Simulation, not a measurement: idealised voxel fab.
Process module, titled voxel ribs on slabs
For reference, the cross-section in this document is cut, with width 240 nm and square cells of 5 nm.
We lay out every cross-section as a grid of square cells and spell it out in bands from the top down, where one band means one or more rows of cells. For a band, the entry starts with two heights in nm, that of the top and then that of the bottom, and carries on with the band's materials in order from left to right, each alongside its width in nm; the word "edge to edge" beside a single material means it fills the band edge to edge, and "blank" means empty space. All heights in this document are referenced to 0, defined as the level beneath which the wafer, as received, consists entirely of one material. The lowest band is not bounded below; it extends indefinitely downward and is written in the form "0 and below". Per-row width for "30->40": begins at first number (top row of band), ends at second number (bottom row), increment between rows held constant. No cell of the cross-section changed in a step that is given as "everything unchanged". In "Listed closed voids" the enclosed voids are listed, meaning empty spaces of 8 cells or larger without any opening to the top. The form is width x height at distance, distance from the left edge, units nm. Whatever follows a step's settings on its line is a remark the simulator itself makes about that step. overlay nm: step with mask; distance mask lay right of planned place; negative value = left of planned place.
# Planned process steps
1 op RECEIVE | material Si
2 op DIRECTIONAL_DEP | material SiO2 | thk nm 25
3 op DIRECTIONAL_DEP | material polySi | thk nm 20
4 op PATTERN | tone cover | mask id RIB | material resist | width nm 30 | thk nm 20 | overlay nm 0
5 op DIRECTIONAL_ETCH | etch materials polySi | depth nm 5
6 op STRIP | etch materials resist
7 op DIRECTIONAL_DEP | material aC | thk nm 15
8 op PATTERN | tone cover | mask id SLAB | material resist | width nm 60 | thk nm 35 | overlay nm 0
9 op DIRECTIONAL_ETCH | etch materials aC | depth nm 15
10 op STRIP | etch materials resist
11 op DIRECTIONAL_ETCH | etch materials polySi | depth nm 5
12 op STRIP | etch materials aC
13 op FILL_DEP | material SiO2 | thk nm 30
14 op CMP | height nm 65
15 op DIRECTIONAL_DEP | material TiN | thk nm 5
16 op MASKED_ETCH | tone cover | mask id HEATER | width nm 40 | etch materials TiN | depth nm 5 | overlay nm 0
17 op CONFORMAL_DEP | material SiN | thk nm 5
The plan's step 11 depth nm is the first wafer's value; the wafers differ in this setting and start identical.
# This is how the first of several wafers looked in cross-section when it arrived, which is after step 1
    0 and below  Si edge to edge
    Listed closed voids: none
# First of several wafers, sectioned at end of module (last step: step 17)
    75 down to 70  blank 95, then SiN 50, then blank 95
    70 down to 65  SiN 100, then TiN 40, then SiN 100
    65 down to 45  SiO2 edge to edge
    45 down to 35  SiO2 105->90, then polySi 30->60, then SiO2 105->90
    35 down to 25  polySi edge to edge
    25 down to 0  SiO2 edge to edge
    0 and below  Si edge to edge
    Listed closed voids: none
# last wafer at the end
    75 down to 70  blank 95, then SiN 50, then blank 95
    70 down to 65  SiN 100, then TiN 40, then SiN 100
    65 down to 45  SiO2 edge to edge
    45 down to 40  SiO2 105, then polySi 30, then SiO2 105
    40 down to 25  SiO2 90, then polySi 60, then SiO2 90
    25 down to 0  SiO2 edge to edge
    0 and below  Si edge to edge
    Listed closed voids: none
# Table: wafers, a row each; end-of-module cell change per material since receipt, gain (+), loss (-); then closed voids
depth nm 5; +50 SiN; +510 SiO2; +8 TiN; +114 polySi; Listed closed voids: none
depth nm 10; +50 SiN; +546 SiO2; +8 TiN; +78 polySi; Listed closed voids: none
depth nm 15; +50 SiN; +582 SiO2; +8 TiN; +42 polySi; Listed closed voids: none
depth nm 20; +50 SiN; +582 SiO2; +8 TiN; +42 polySi; Listed closed voids: none
depth nm 25; +50 SiN; +582 SiO2; +8 TiN; +42 polySi; Listed closed voids: none
depth nm 30; +50 SiN; +582 SiO2; +8 TiN; +42 polySi; Listed closed voids: none
